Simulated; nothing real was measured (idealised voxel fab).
Documented hereafter: the process module known as voxel gate over fins.
The cross-section shown here is cut; it is 280 nm wide and divided into square cells measuring 5 nm on a side.
If you're reading a cross-section in this doc, picture square cells in a grid; it comes to you as bands, top ones listed first down to the bottom, and a band can be one or more rows of cells. First you get the band's top height and its bottom height, in nm, and then the materials it's made of, left to right, with each width in nm. If you see a single material with "throughout", that one covers the band edge to edge. "air" is empty space. We count height from 0. Below that, the starting wafer is all one material. The lowest band never ends at the bottom but goes on down; see "from 0 down" for how that is written. Graded width ("30->40"): value in top row of band = first number; value in bottom row = second number; row-to-row change constant. You'll sometimes find "stayed the same" written for a step, and that's the way of saying that nowhere in the cross-section did a cell change during that step. "Sealed internal voids" - sealed voids, min. 8 cells, no opening to top; format: width x height at distance (distance from left edge; nm throughout). Text after the settings on a step's line: the simulator's own remark on that step. overlay nm: on a step with a mask, how far right of its planned place the mask lay; negative means left.
# The steps planned for the process are as follows
1. RECEIVE: material Si
2. CONFORMAL_DEP: material SiN, thk nm 5
3. MASKED_ETCH: tone cover, mask id FINS, width nm 15, pitch nm 45, etch materials SiN, depth nm 5, overlay nm 0
4. MASKED_ETCH: tone cover, mask id FINS, width nm 15, pitch nm 45, etch materials Si, depth nm 30, overlay nm 0
5. FILL_DEP: material SiO2, thk nm 15
6. CMP: height nm 5
7. SELECTIVE_ETCH: etch materials SiO2, depth nm 15
8. STRIP: etch materials SiN
9. CONFORMAL_DEP: material HfO2, thk nm 5
10. CONFORMAL_DEP: material TiN, thk nm 5
11. FILL_DEP: material W, thk nm 10
12. CMP: height nm 15
13. CONFORMAL_DEP: material SiCN, thk nm 5
# Step 1 complete: cross-section of the wafer as received
* from 0 down = Si throughout
* Sealed internal voids: none
# Wafer cross-section at end of module: start and plan as shown above, one execution error
* from 20 to 15 = SiCN throughout
* from 15 to 10 = W throughout
* from 10 to 5 = W=55, TiN=35, W=10, TiN=35, W=10, TiN=35, W=10, TiN=35, W=55
* from 5 to 0 = W=55, TiN=5, HfO2=25, TiN=5, W=10, TiN=5, HfO2=25, TiN=5, W=10, TiN=5, HfO2=25, TiN=5, W=10, TiN=5, HfO2=25, TiN=5, W=55
* from 0 to -15 = W=55, TiN=5, HfO2=5, Si=15, HfO2=5, TiN=5, W=10, TiN=5, HfO2=5, Si=15, HfO2=5, TiN=5, W=10, TiN=5, HfO2=5, Si=15, HfO2=5, TiN=5, W=10, TiN=5, HfO2=5, Si=15, HfO2=5, TiN=5, W=55
* from -15 to -20 = TiN=60, HfO2=5, Si=15, HfO2=5, TiN=20, HfO2=5, Si=15, HfO2=5, TiN=20, HfO2=5, Si=15, HfO2=5, TiN=20, HfO2=5, Si=15, HfO2=5, TiN=60
* from -20 to -25 = HfO2=65, Si=15, HfO2=30, Si=15, HfO2=30, Si=15, HfO2=30, Si=15, HfO2=65
* from -25 to -30 = SiO2=65, Si=15, SiO2=30, Si=15, SiO2=30, Si=15, SiO2=30, Si=15, SiO2=65
* from -30 down = Si throughout
* Sealed internal voids: none
Error vs. plan: regarding the plan, step 7 was run twice
